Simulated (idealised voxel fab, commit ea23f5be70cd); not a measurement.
The document below concerns the process module designated voxel ribs on slabs.
The cross-section shown here is cut; it is 235 nm wide and divided into square cells measuring 5 nm on a side.
A cross-section is written here as square cells arranged in a grid, and it is given in bands from the top down, each band taking up one or more rows of cells.
Band: top height; bottom height; in nm. Then, left to right: material with width in nm, for each material. "everywhere": a single material spanning edge to edge. "air": empty space.
Convention: height 0 is the level below which the wafer, as received, is all one material. The lowest band does not terminate at the bottom but continues downward, represented as "from 0 down".
Read "30..40" as a graded width: first number on top, second number at the bottom, same change between each pair of neighbouring rows.
It should be understood that the words "left unchanged", when stated for a given step, signify that the cross-section underwent no change in any of its cells during that step.
Listed in "Sealed voids": every empty space of 8 or more cells without an open way to the top. Form: width x height at distance, the distance being from the left edge, all in nm.
Where a step's line continues beyond its settings, the continuation is a remark by the simulator itself on that step.
overlay nm: how far to the right of its planned place the mask lay on this masked step (negative: to the left).

[Planned process steps]
- 1: op RECEIVE | material Si
- 2: op DIRECTIONAL_DEP | material SiO2 | thk nm 30
- 3: op DIRECTIONAL_DEP | material SiN | thk nm 20
- 4: op PATTERN | tone cover | mask id RIB | material resist | width nm 20 | thk nm 20 | overlay nm 0
- 5: op DIRECTIONAL_ETCH | etch materials SiN | depth nm 10
- 6: op STRIP | etch materials resist
- 7: op PATTERN | tone cover | mask id SLAB | material resist | width nm 50 | thk nm 20 | overlay nm 0
- 8: op DIRECTIONAL_ETCH | etch materials SiN | depth nm 10
- 9: op STRIP | etch materials resist
- 10: op FILL_DEP | material SiO2 | thk nm 15
- 11: op CMP | height nm 60
- 12: op DIRECTIONAL_DEP | material TiN | thk nm 10
- 13: op DIRECTIONAL_DEP | material aC | thk nm 10
- 14: op PATTERN | tone cover | mask id HEATER | material resist | width nm 30 | thk nm 30 | overlay nm 0
- 15: op DIRECTIONAL_ETCH | etch materials aC | depth nm 10
- 16: op STRIP | etch materials resist
- 17: op DIRECTIONAL_ETCH | etch materials TiN | depth nm 10
- 18: op STRIP | etch materials aC
- 19: op CONFORMAL_DEP | material SiN | thk nm 5

[Cross-section: wafer on arrival = after step 1]
  from 0 down: Si everywhere
  Sealed voids: none

[End-of-module cross-section of the first of two wafers, processed as planned]
  from 75 to 70: 95 nm air; 40 nm SiN; 100 nm air
  from 70 to 65: 95 nm air; 5 nm SiN; 30 nm TiN; 5 nm SiN; 100 nm air
  from 65 to 60: 100 nm SiN; 30 nm TiN; 105 nm SiN
  from 60 to 50: SiO2 everywhere
  from 50 to 40: 105 nm SiO2; 20 nm SiN; 110 nm SiO2
  from 40 to 30: 90 nm SiO2; 50 nm SiN; 95 nm SiO2
  from 30 to 0: SiO2 everywhere
  from 0 down: Si everywhere
  Sealed voids: none

[End of module, second wafer, cross-section. Started like the first, planned like the first, run with one mistake]
  from 80 to 75: 95 nm air; 40 nm SiN; 100 nm air
  from 75 to 70: 95 nm air; 5 nm SiN; 30 nm TiN; 5 nm SiN; 100 nm air
  from 70 to 65: 100 nm SiN; 30 nm TiN; 105 nm SiN
  from 65 to 60: TiN everywhere
  from 60 to 50: SiO2 everywhere
  from 50 to 40: 105 nm SiO2; 20 nm SiN; 110 nm SiO2
  from 40 to 30: 90 nm SiO2; 50 nm SiN; 95 nm SiO2
  from 30 to 0: SiO2 everywhere
  from 0 down: Si everywhere
  Sealed voids: none
Misprocessing identified: step 12 ran with different settings than intended, the actual operation and settings being op DIRECTIONAL_DEP | material TiN | thk nm 15
The second wafer ends with more or fewer cells of some materials than the first, per final count: TiN: 47 more
